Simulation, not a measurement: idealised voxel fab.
Presented below is a process module, voxel ribs on slabs.
We display cut, a cross-section 295 nm in width whose square cells are each 5 nm.
Cross-section format: a grid of square cells, given as bands from top to bottom; each band is one or more rows of cells. For a band, the entry starts with two heights in nm, that of the top and then that of the bottom, and carries on with the band's materials in order from left to right, each alongside its width in nm; the word "everywhere" beside a single material means it fills the band edge to edge, and "air" means empty space. Basically, 0 is our baseline, since under it the wafer straight out of the box is all one material. The bottom band has no lower end and keeps on going down, so it looks like "0..down". Width "30->40": first value at the band's top row of cells, second value at its bottom row, equal change from row to row. For the purposes of this document, the phrase "nothing changed" attached to a step denotes that no cell within the cross-section was modified by that step. "Completely sealed voids": sealed empty spaces, 8 cells or more, no open way to top, listed width x height at distance, with distance from the left edge and width, height and distance in nm. What comes after the settings on a step's line is commentary from the simulator itself on that step. overlay nm: right-of-plan distance of the mask on a masked step; negative values mean left-of-plan.
[Intended process steps]
step 1: RECEIVE,material Si
step 2: DIRECTIONAL_DEP,material SiO2,thk nm 20
step 3: DIRECTIONAL_DEP,material SiN,thk nm 15
step 4: PATTERN,tone cover,mask id RIB,material resist,width nm 25,thk nm 15,overlay nm 0
step 5: DIRECTIONAL_ETCH,etch materials SiN,depth nm 10
step 6: STRIP,etch materials resist
step 7: PATTERN,tone cover,mask id SLAB,material resist,width nm 65,thk nm 15,overlay nm 0
step 8: DIRECTIONAL_ETCH,etch materials SiN,depth nm 5
step 9: STRIP,etch materials resist
step 10: FILL_DEP,material SiO2,thk nm 15
step 11: CMP,height nm 45
step 12: DIRECTIONAL_DEP,material TiN,thk nm 10
step 13: MASKED_ETCH,tone cover,mask id HEATER,width nm 25,etch materials TiN,depth nm 10,overlay nm 0
step 14: CONFORMAL_DEP,material SiN,thk nm 10
Where the wafers of this document differ is in the width nm of step 13; they start out the same, and the plan states the value that applied to the first wafer.
[The first of several wafers as received, shown in cross-section; this is its state after step 1]
- 0..down = Si everywhere
- Completely sealed voids: none
[The first of several wafers, seen in cross-section after the module's last step, step 14]
- 65..55 = air=125 | SiN=45 | air=125
- 55..45 = SiN=135 | TiN=25 | SiN=135
- 45..35 = SiO2 everywhere
- 35..25 = SiO2=135 | SiN=25 | SiO2=135
- 25..20 = SiO2=115 | SiN=65 | SiO2=115
- 20..0 = SiO2 everywhere
- 0..down = Si everywhere
- Completely sealed voids: none
[Module end, final wafer: cross-section]
- 65..55 = air=115 | SiN=70 | air=110
- 55..45 = SiN=125 | TiN=50 | SiN=120
- 45..35 = SiO2 everywhere
- 35..25 = SiO2=135 | SiN=25 | SiO2=135
- 25..20 = SiO2=115 | SiN=65 | SiO2=115
- 20..0 = SiO2 everywhere
- 0..down = Si everywhere
- Completely sealed voids: none
[Basically each wafer gets a line in the table, showing it at the end of the module: material by material, the cells it gained (+) or lost (-) since we got it, then its closed voids]
width nm 25 | +149 SiN | +508 SiO2 | +10 TiN | Completely sealed voids: none
width nm 30 | +149 SiN | +508 SiO2 | +12 TiN | Completely sealed voids: none
width nm 35 | +149 SiN | +508 SiO2 | +14 TiN | Completely sealed voids: none
width nm 40 | +149 SiN | +508 SiO2 | +16 TiN | Completely sealed voids: none
width nm 45 | +149 SiN | +508 SiO2 | +18 TiN | Completely sealed voids: none
width nm 50 | +149 SiN | +508 SiO2 | +20 TiN | Completely sealed voids: none
